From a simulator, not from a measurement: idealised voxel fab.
Proc. module: voxel spacer lines
For reference, the cross-section in this document is cut, with width 270 nm and square cells of 5 nm.
For the purposes of this document, a cross-section shall be understood as a grid of square cells, specified as bands listed in top-to-bottom order, each band consisting of one or more rows of cells.
Top, bottom (nm), then materials left to right with widths (nm); lone material tagged "throughout" fills the whole band edge to edge; "empty" = empty space.
The reference from which all heights are counted is 0, the level beneath which the as-received wafer is entirely one material; the lowest band, having no lower bound, proceeds downward and is written after the example "0 -> down".
Top row gets the first number, bottom row gets the second, and each row in between changes by the same step: that is how a band width like "30->40" works.
"no change" -> step changed no cross-section cell.
Voids not open to the top, 8 cells minimum: see "Tabulated closed voids". Written width x height at distance; distance is from the left edge; nm.
Whatever follows a step's settings on its line is a remark the simulator itself makes about that step.
For masked steps, "overlay nm" on the step line gives how far right of plan the mask actually lay; a minus sign means it lay to the left.

# So here's the lineup of process steps we planned
- 1: RECEIVE, material Si
- 2: CONFORMAL_DEP, material SiO2, thk nm 5
- 3: DIRECTIONAL_DEP, material TiN, thk nm 10
- 4: DIRECTIONAL_DEP, material aC, thk nm 30
- 5: PATTERN, tone cover, mask id MANDREL, material resist, width nm 15, pitch nm 60, thk nm 40, overlay nm -15
- 6: DIRECTIONAL_ETCH, etch materials aC, depth nm 30
- 7: STRIP, etch materials resist
- 8: CONFORMAL_DEP, material SiN, thk nm 15
- 9: DIRECTIONAL_ETCH, etch materials SiN, depth nm 15
- 10: STRIP, etch materials aC
- 11: DIRECTIONAL_ETCH, etch materials TiN, depth nm 10
- 12: STRIP, etch materials SiN
- 13: FILL_DEP, material SiO2, thk nm 10
- 14: CMP, height nm 15
Same starting wafers, different overlay nm at step 5. Plan value belongs to the first wafer.

# Cross-sectional view of the first of several wafers in the as-received condition, corresponding to the state following step 1
> 0 -> down: Si throughout
> Tabulated closed voids: none

# Quick key for the table: a row per wafer, taken at the end of the module. For each material it tells you how many cells the wafer gained (+) or lost (-) since it came in, and the closed voids come after
overlay nm -15 | +126 SiO2 | +36 TiN | Tabulated closed voids: none
overlay nm -10 | +126 SiO2 | +36 TiN | Tabulated closed voids: none
overlay nm -5 | +126 SiO2 | +36 TiN | Tabulated closed voids: none
overlay nm 0 | +126 SiO2 | +36 TiN | Tabulated closed voids: none
overlay nm 5 | +126 SiO2 | +36 TiN | Tabulated closed voids: none
overlay nm 10 | +126 SiO2 | +36 TiN | Tabulated closed voids: none
overlay nm 15 | +126 SiO2 | +36 TiN | Tabulated closed voids: none
